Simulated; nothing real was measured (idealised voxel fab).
Name of the process module below: voxel wiring stack
It is cross-section cut that appears here, measuring 210 nm in width, its square cells being 5 nm in size.
Bands, listed from the top down, are how a cross-section gets written in this document; the cross-section itself is a grid of square cells, and a band is one or more rows of them.
Within each band entry, the heights of the top and of the bottom of the band appear first, in that order and in nm; the materials of the band then follow from left to right, each with its corresponding width in nm. The designation "throughout" on a single material indicates that it fills the band from edge to edge; the designation "empty" indicates empty space.
Note: height 0 marks the level under which the wafer is uniformly one material as received. Lowest band unbounded below, written "top 0, no bottom".
Read "30 to 40" as a graded width: first number on top, second number at the bottom, same change between each pair of neighbouring rows.
Basically "no alteration" means that step didn't change any cell in the cross-section.
"Sealed cavities" means: voids of 8 cells or more that are shut off from the top with no open way through. Written width x height at distance, distance from the left edge, in nm.
Read whatever lies past the settings on a step's line as the simulator's own remark about the step.
"overlay nm", when on a step's line for a step with a mask, measures how far to the right of its planned place the mask lay; a negative measure means to the left.
# Listed below are the process steps as planned
- 1: RECEIVE,material Si
- 2: CONFORMAL_DEP,material SiO2,thk nm 10
- 3: DIRECTIONAL_DEP,material TiN,thk nm 5
- 4: DIRECTIONAL_DEP,material W,thk nm 25
- 5: PATTERN,tone cover,mask id METAL_1,material resist,width nm 30,pitch nm 55,thk nm 15,overlay nm 0
- 6: DIRECTIONAL_ETCH,etch materials W,depth nm 25
- 7: DIRECTIONAL_ETCH,etch materials TiN,depth nm 5
- 8: STRIP,etch materials resist
- 9: FILL_DEP,material lowk,thk nm 5
- 10: CMP,height nm 40
- 11: CONFORMAL_DEP,material SiCN,thk nm 5
- 12: DIRECTIONAL_DEP,material lowk,thk nm 10
- 13: DIRECTIONAL_DEP,material aC,thk nm 15
- 14: PATTERN,tone open,mask id PLUG_1,material resist,width nm 15,pitch nm 55,thk nm 30,overlay nm 0
- 15: DIRECTIONAL_ETCH,etch materials aC,depth nm 15
- 16: STRIP,etch materials resist
- 17: DIRECTIONAL_ETCH,etch materials lowk,depth nm 10
- 18: DIRECTIONAL_ETCH,etch materials SiCN,depth nm 5
- 19: STRIP,etch materials aC
- 20: EPI,material Ru,thk nm 10
- 21: EPI,material Ru,thk nm 5
- 22: CONFORMAL_DEP,material SiCN,thk nm 5
- 23: DIRECTIONAL_DEP,material SiO2,thk nm 25
- 24: DIRECTIONAL_DEP,material aC,thk nm 10
- 25: PATTERN,tone open,mask id METAL_2,material resist,width nm 30,pitch nm 55,thk nm 25,overlay nm 0
- 26: DIRECTIONAL_ETCH,etch materials aC,depth nm 10
- 27: STRIP,etch materials resist
- 28: DIRECTIONAL_ETCH,etch materials SiO2,depth nm 25
- 29: DIRECTIONAL_ETCH,etch materials SiCN,depth nm 5
- 30: STRIP,etch materials aC
- 31: CONFORMAL_DEP,material TiN,thk nm 5
- 32: FILL_DEP,material W,thk nm 5
- 33: CMP,height nm 85
- 34: CONFORMAL_DEP,material SiN,thk nm 5
# Incoming wafer, cross-sectional view, post step 1
- top 0, no bottom  Si throughout
- Sealed cavities: none
# Post-module cross-section of the first of two wafers (run per plan)
- top 90, bottom 85  SiN throughout
- top 85, bottom 60  SiO2=35 | TiN=5 | W=20 | TiN=5 | SiO2=25 | TiN=5 | W=20 | TiN=5 | SiO2=25 | TiN=5 | W=20 | TiN=5 | SiO2=35
- top 60, bottom 55  SiCN=35 | TiN=30 | SiCN=25 | TiN=30 | SiCN=25 | TiN=30 | SiCN=35
- top 55, bottom 45  lowk=35 | Ru=15 | lowk=40 | Ru=15 | lowk=40 | Ru=15 | lowk=50
- top 45, bottom 40  SiCN=35 | Ru=15 | SiCN=40 | Ru=15 | SiCN=40 | Ru=15 | SiCN=50
- top 40, bottom 15  lowk=35 | W=30 | lowk=25 | W=30 | lowk=25 | W=30 | lowk=35
- top 15, bottom 10  lowk=35 | TiN=30 | lowk=25 | TiN=30 | lowk=25 | TiN=30 | lowk=35
- top 10, bottom 0  SiO2 throughout
- top 0, no bottom  Si throughout
- Sealed cavities: none
# Second wafer cross-section at end of module - shared start and plan with the first, one mistake in the run
- top 90, bottom 85  SiN throughout
- top 85, bottom 70  SiO2=35 | TiN=5 | W=20 | TiN=5 | SiO2=25 | TiN=5 | W=20 | TiN=5 | SiO2=25 | TiN=5 | W=20 | TiN=5 | SiO2=35
- top 70, bottom 65  SiO2=20 | SiCN=15 | TiN=30 | SiO2=10 | SiCN=15 | TiN=30 | SiO2=10 | SiCN=15 | TiN=30 | SiO2=35
- top 65, bottom 60  SiO2=20 | SiCN=5 | Ru=35 | SiCN=5 | SiO2=10 | SiCN=5 | Ru=35 | SiCN=5 | SiO2=10 | SiCN=5 | Ru=35 | SiCN=5 | SiO2=35
- top 60, bottom 55  SiCN=25 | Ru=35 | SiCN=20 | Ru=35 | SiCN=20 | Ru=35 | SiCN=40
- top 55, bottom 45  lowk=35 | Ru=15 | lowk=40 | Ru=15 | lowk=40 | Ru=15 | lowk=50
- top 45, bottom 40  SiCN=35 | Ru=15 | SiCN=40 | Ru=15 | SiCN=40 | Ru=15 | SiCN=50
- top 40, bottom 15  lowk=35 | W=30 | lowk=25 | W=30 | lowk=25 | W=30 | lowk=35
- top 15, bottom 10  lowk=35 | TiN=30 | lowk=25 | TiN=30 | lowk=25 | TiN=30 | lowk=35
- top 10, bottom 0  SiO2 throughout
- top 0, no bottom  Si throughout
- Sealed cavities: none
What went wrong in running the wafer? execution of plan step 20 occurred twice
Final tally in cells, some materials are higher or lower on the second wafer than on the first: Ru: 42 more; SiCN: 12 more; SiO2: 18 fewer; TiN: 12 fewer; W: 24 fewer
